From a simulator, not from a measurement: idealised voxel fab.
Title: Process Module voxel gate over fins
Section cut is 160 nm wide and gridded with 5 nm square cells.
Cross-sections here: square-cell grids, written as top-down lists of bands, a band being one or more rows of cells. The band entry comprises the height of the band's top followed by the height of its bottom, expressed in nm, and subsequently the band's materials from left to right, each stated together with its width in nm. Where a single material is marked with the word "everywhere", that material fills the band from edge to edge. The word "blank" represents empty space. Zero point of the height axis is 0; under it, received wafer = one material. Lowest band: continues down indefinitely, "from 0 down". When a width is written as two numbers, as in "30->40", the first number is the width in the top row of cells of the band and the second is the width in its bottom row, and the width changes by the same amount from each row to the next. You'll sometimes find "left unchanged" written for a step, and that's the way of saying that nowhere in the cross-section did a cell change during that step. What "Closed internal voids" gives you is every empty space of 8 cells or more that is cut off from the top. Each appears as width x height at distance, with the distance taken from the left edge and width, height and distance all in nm. Read whatever lies past the settings on a step's line as the simulator's own remark about the step. "overlay nm" denotes, for a step that has a mask, the displacement of the mask to the right of its planned place, with negative values corresponding to the left.

### Process steps (planned)
step 1: RECEIVE | material Si
step 2: CONFORMAL_DEP | material SiN | thk nm 5
step 3: MASKED_ETCH | tone cover | mask id FINS | width nm 15 | pitch nm 55 | etch materials SiN | depth nm 5 | overlay nm 0
step 4: MASKED_ETCH | tone cover | mask id FINS | width nm 15 | pitch nm 55 | etch materials Si | depth nm 35 | overlay nm 0
step 5: OXIDIZE | depth nm 5
step 6: FILL_DEP | material SiO2 | thk nm 5
step 7: CMP | height nm 5
step 8: PATTERN | tone open | mask id RAIL | material resist | width nm 15 | thk nm 15 | overlay nm -15
step 9: DIRECTIONAL_ETCH | etch materials SiO2 | depth nm 35
step 10: STRIP | etch materials resist
step 11: CONFORMAL_DEP | material TiN | thk nm 5
step 12: FILL_DEP | material W | thk nm 10
step 13: CMP | height nm 5
step 14: SELECTIVE_ETCH | etch materials W Ru TiN | depth nm 25
step 15: FILL_DEP | material SiO2 | thk nm 5
step 16: CMP | height nm 5
step 17: SELECTIVE_ETCH | etch materials SiO2 | depth nm 20
step 18: STRIP | etch materials SiN
step 19: CONFORMAL_DEP | material HfO2 | thk nm 5
step 20: CONFORMAL_DEP | material TiN | thk nm 5
step 21: CONFORMAL_DEP | material TiAl | thk nm 5
step 22: CONFORMAL_DEP | material TiN | thk nm 5
step 23: FILL_DEP | material W | thk nm 15
step 24: CMP | height nm 30
step 25: CONFORMAL_DEP | material SiN | thk nm 10
Keep in mind the plan's value for the overlay nm of step 8 comes from the first wafer; the wafers don't share that setting, but they do share the same starting point.

### Here's the first of the wafers in cross-section, just as we got it, i.e. after step 1
	from 0 down: Si everywhere
	Closed internal voids: none

### End of the module, past its last step, step 25: how the first of several wafers looks in cross-section
	from 40 to 30: SiN everywhere
	from 30 to 20: W everywhere
	from 20 to 15: 45 of TiN / 10 of W / 45 of TiN / 10 of W / 45 of TiN / 5 of W
	from 15 to 10: 5 of TiN / 35 of TiAl / 5 of TiN / 10 of W / 5 of TiN / 35 of TiAl / 5 of TiN / 10 of W / 5 of TiN / 35 of TiAl / 5 of TiN / 5 of W
	from 10 to 5: 5 of TiN / 5 of TiAl / 25 of TiN / 5 of TiAl / 5 of TiN / 10 of W / 5 of TiN / 5 of TiAl / 25 of TiN / 5 of TiAl / 5 of TiN / 10 of W / 5 of TiN / 5 of TiAl / 25 of TiN / 5 of TiAl / 5 of TiN / 5 of W
	from 5 to 0: 5 of TiN / 5 of TiAl / 5 of TiN / 15 of HfO2 / 5 of TiN / 5 of TiAl / 20 of TiN / 5 of TiAl / 5 of TiN / 15 of HfO2 / 5 of TiN / 5 of TiAl / 20 of TiN / 5 of TiAl / 5 of TiN / 15 of HfO2 / 5 of TiN / 5 of TiAl / 10 of TiN
	from 0 to -5: 10 of TiAl / 5 of TiN / 5 of HfO2 / 5 of Si / 5 of HfO2 / 5 of TiN / 30 of TiAl / 5 of TiN / 5 of HfO2 / 5 of Si / 5 of HfO2 / 5 of TiN / 30 of TiAl / 5 of TiN / 5 of HfO2 / 5 of Si / 5 of HfO2 / 5 of TiN / 15 of TiAl
	from -5 to -10: 15 of TiN / 5 of HfO2 / 5 of Si / 5 of HfO2 / 40 of TiN / 5 of HfO2 / 5 of Si / 5 of HfO2 / 40 of TiN / 5 of HfO2 / 5 of Si / 5 of HfO2 / 20 of TiN
	from -10 to -15: 20 of HfO2 / 5 of Si / 50 of HfO2 / 5 of Si / 50 of HfO2 / 5 of Si / 25 of HfO2
	from -15 to -20: 20 of SiO2 / 5 of Si / 50 of SiO2 / 5 of Si / 50 of SiO2 / 5 of Si / 25 of SiO2
	from -20 to -30: 20 of SiO2 / 5 of Si / 5 of SiO2 / 10 of TiN / 35 of SiO2 / 5 of Si / 50 of SiO2 / 5 of Si / 25 of SiO2
	from -30 to -40: 20 of SiO2 / 5 of Si / 50 of SiO2 / 5 of Si / 50 of SiO2 / 5 of Si / 25 of SiO2
	from -40 down: Si everywhere
	Closed internal voids: none

### At the end of the module, the last of several wafers in cross-section
	from 40 to 30: SiN everywhere
	from 30 to 20: W everywhere
	from 20 to 15: 45 of TiN / 10 of W / 45 of TiN / 10 of W / 45 of TiN / 5 of W
	from 15 to 10: 5 of TiN / 35 of TiAl / 5 of TiN / 10 of W / 5 of TiN / 35 of TiAl / 5 of TiN / 10 of W / 5 of TiN / 35 of TiAl / 5 of TiN / 5 of W
	from 10 to 5: 5 of TiN / 5 of TiAl / 25 of TiN / 5 of TiAl / 5 of TiN / 10 of W / 5 of TiN / 5 of TiAl / 25 of TiN / 5 of TiAl / 5 of TiN / 10 of W / 5 of TiN / 5 of TiAl / 25 of TiN / 5 of TiAl / 5 of TiN / 5 of W
	from 5 to 0: 5 of TiN / 5 of TiAl / 5 of TiN / 15 of HfO2 / 5 of TiN / 5 of TiAl / 20 of TiN / 5 of TiAl / 5 of TiN / 15 of HfO2 / 5 of TiN / 5 of TiAl / 20 of TiN / 5 of TiAl / 5 of TiN / 15 of HfO2 / 5 of TiN / 5 of TiAl / 10 of TiN
	from 0 to -5: 10 of TiAl / 5 of TiN / 5 of HfO2 / 5 of Si / 5 of HfO2 / 5 of TiN / 30 of TiAl / 5 of TiN / 5 of HfO2 / 5 of Si / 5 of HfO2 / 5 of TiN / 30 of TiAl / 5 of TiN / 5 of HfO2 / 5 of Si / 5 of HfO2 / 5 of TiN / 15 of TiAl
	from -5 to -10: 15 of TiN / 5 of HfO2 / 5 of Si / 5 of HfO2 / 40 of TiN / 5 of HfO2 / 5 of Si / 5 of HfO2 / 40 of TiN / 5 of HfO2 / 5 of Si / 5 of HfO2 / 20 of TiN
	from -10 to -15: 20 of HfO2 / 5 of Si / 50 of HfO2 / 5 of Si / 50 of HfO2 / 5 of Si / 25 of HfO2
	from -15 to -20: 20 of SiO2 / 5 of Si / 50 of SiO2 / 5 of Si / 50 of SiO2 / 5 of Si / 25 of SiO2
	from -20 to -25: 20 of SiO2 / 5 of Si / 30 of SiO2 / 5 of TiN / 5 of W / 5 of TiN / 5 of SiO2 / 5 of Si / 50 of SiO2 / 5 of Si / 25 of SiO2
	from -25 to -30: 20 of SiO2 / 5 of Si / 30 of SiO2 / 15 of TiN / 5 of SiO2 / 5 of Si / 50 of SiO2 / 5 of Si / 25 of SiO2
	from -30 to -40: 20 of SiO2 / 5 of Si / 50 of SiO2 / 5 of Si / 50 of SiO2 / 5 of Si / 25 of SiO2
	from -40 down: Si everywhere
	Closed internal voids: none

### Per-wafer rows below. For each material: cells gained (+) or lost (-) since the wafer was received, as of end of module. Then: closed voids
overlay nm -15 | +50 HfO2 | -232 Si | +64 SiN | +141 SiO2 | +50 TiAl | +104 TiN | +79 W | Closed internal voids: none
overlay nm -10 | +50 HfO2 | -232 Si | +64 SiN | +139 SiO2 | +50 TiAl | +105 TiN | +80 W | Closed internal voids: none
overlay nm -5 | +50 HfO2 | -232 Si | +64 SiN | +139 SiO2 | +50 TiAl | +105 TiN | +80 W | Closed internal voids: none
overlay nm 0 | +50 HfO2 | -232 Si | +64 SiN | +139 SiO2 | +50 TiAl | +105 TiN | +80 W | Closed internal voids: none
overlay nm 5 | +50 HfO2 | -232 Si | +64 SiN | +139 SiO2 | +50 TiAl | +105 TiN | +80 W | Closed internal voids: none
overlay nm 10 | +50 HfO2 | -232 Si | +64 SiN | +139 SiO2 | +50 TiAl | +105 TiN | +80 W | Closed internal voids: none
overlay nm 15 | +50 HfO2 | -232 Si | +64 SiN | +139 SiO2 | +50 TiAl | +105 TiN | +80 W | Closed internal voids: none
